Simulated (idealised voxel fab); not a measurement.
process module | voxel self aligned vias
cross-section cut | 300 nm wide | cells 5 nm
A cross-section is a grid of square cells, given in bands from the top down. A band is one or more rows of cells.
Each band's line starts with the height of the band's top and of its bottom, in nm. Then come its materials from left to right, each with its width in nm. One material with "throughout" fills the band from edge to edge. "air" is empty space.
Height 0 is the level under which the wafer as received is all one material. The lowest band goes on downwards, as in "0 down".
A width such as "30 to 40" changes by the same amount from each row of cells to the next, from the band's top row to its bottom row.
"no change" after a step means that no cell of the cross-section changed.
closed voids: empty space of 8 cells or more with no open way to the top, each as width x height at its distance from the left edge, in nm
after a step's settings: what the simulator itself notes on the step
overlay nm, on a step with a mask: how far to the right of its planned place the mask lay; to the left if negative
plan
1 op RECEIVE | material Si
2 op CONFORMAL_DEP | material SiO2 | thk nm 10
3 op CONFORMAL_DEP | material SiCN | thk nm 5
4 op DIRECTIONAL_DEP | material lowk | thk nm 25
5 op PATTERN | tone open | mask id LINES | material resist | width nm 25 | pitch nm 50 | thk nm 20 | overlay nm 0
6 op DIRECTIONAL_ETCH | etch materials lowk | depth nm 25
7 op STRIP | etch materials resist
8 op CONFORMAL_DEP | material TiN | thk nm 5
9 op FILL_DEP | material W | thk nm 5
10 op CMP | height nm 40
11 op SELECTIVE_ETCH | etch materials W Ru TiN | depth nm 5
12 op FILL_DEP | material SiN | thk nm 10
13 op CMP | height nm 40
14 op DIRECTIONAL_DEP | material lowk | thk nm 15
15 op MASKED_ETCH | tone open | mask id VIAS | width nm 35 | pitch nm 50 | etch materials lowk | depth nm 15 | overlay nm 0
16 op MASKED_ETCH | tone open | mask id VIAS | width nm 35 | pitch nm 50 | etch materials SiN | depth nm 5 | overlay nm 0
17 op CONFORMAL_DEP | material TiN | thk nm 5
18 op FILL_DEP | material Cu | thk nm 10
19 op CMP | height nm 55
20 op CONFORMAL_DEP | material SiN | thk nm 5
as received, after step 1
  0 down: Si throughout
  closed voids: none
first wafer at the end, as planned
  60 to 55: SiN throughout
  55 to 45: lowk 105 | TiN 5 | Cu 25 | TiN 5 | lowk 15 | TiN 5 | Cu 25 | TiN 5 | lowk 110
  45 to 40: lowk 105 | TiN 10 | Cu 15 | TiN 10 | lowk 15 | TiN 10 | Cu 15 | TiN 10 | lowk 110
  40 to 35: lowk 110 | TiN 25 | lowk 25 | TiN 25 | lowk 115
  35 to 20: lowk 110 | TiN 5 | W 15 | TiN 5 | lowk 25 | TiN 5 | W 15 | TiN 5 | lowk 115
  20 to 15: lowk 110 | TiN 25 | lowk 25 | TiN 25 | lowk 115
  15 to 10: SiCN throughout
  10 to 0: SiO2 throughout
  0 down: Si throughout
  closed voids: none
second wafer at the end: like start, like plan, one mistake
  60 to 55: SiN throughout
  55 to 40: lowk 105 | TiN 5 | Cu 25 | TiN 5 | lowk 15 | TiN 5 | Cu 25 | TiN 5 | lowk 110
  40 to 35: lowk 105 | TiN 35 | lowk 15 | TiN 35 | lowk 110
  35 to 25: lowk 105 | TiN 10 | W 15 | TiN 10 | lowk 15 | TiN 10 | W 15 | TiN 10 | lowk 110
  25 to 20: lowk 110 | TiN 5 | W 15 | TiN 5 | lowk 25 | TiN 5 | W 15 | TiN 5 | lowk 115
  20 to 15: lowk 110 | TiN 25 | lowk 25 | TiN 25 | lowk 115
  15 to 10: SiCN throughout
  10 to 0: SiO2 throughout
  0 down: Si throughout
  closed voids: none
what went wrong: step 15 was run twice
at the end the second wafer has, in cells: 4 more of Cu | 8 more of TiN | 12 fewer of lowk
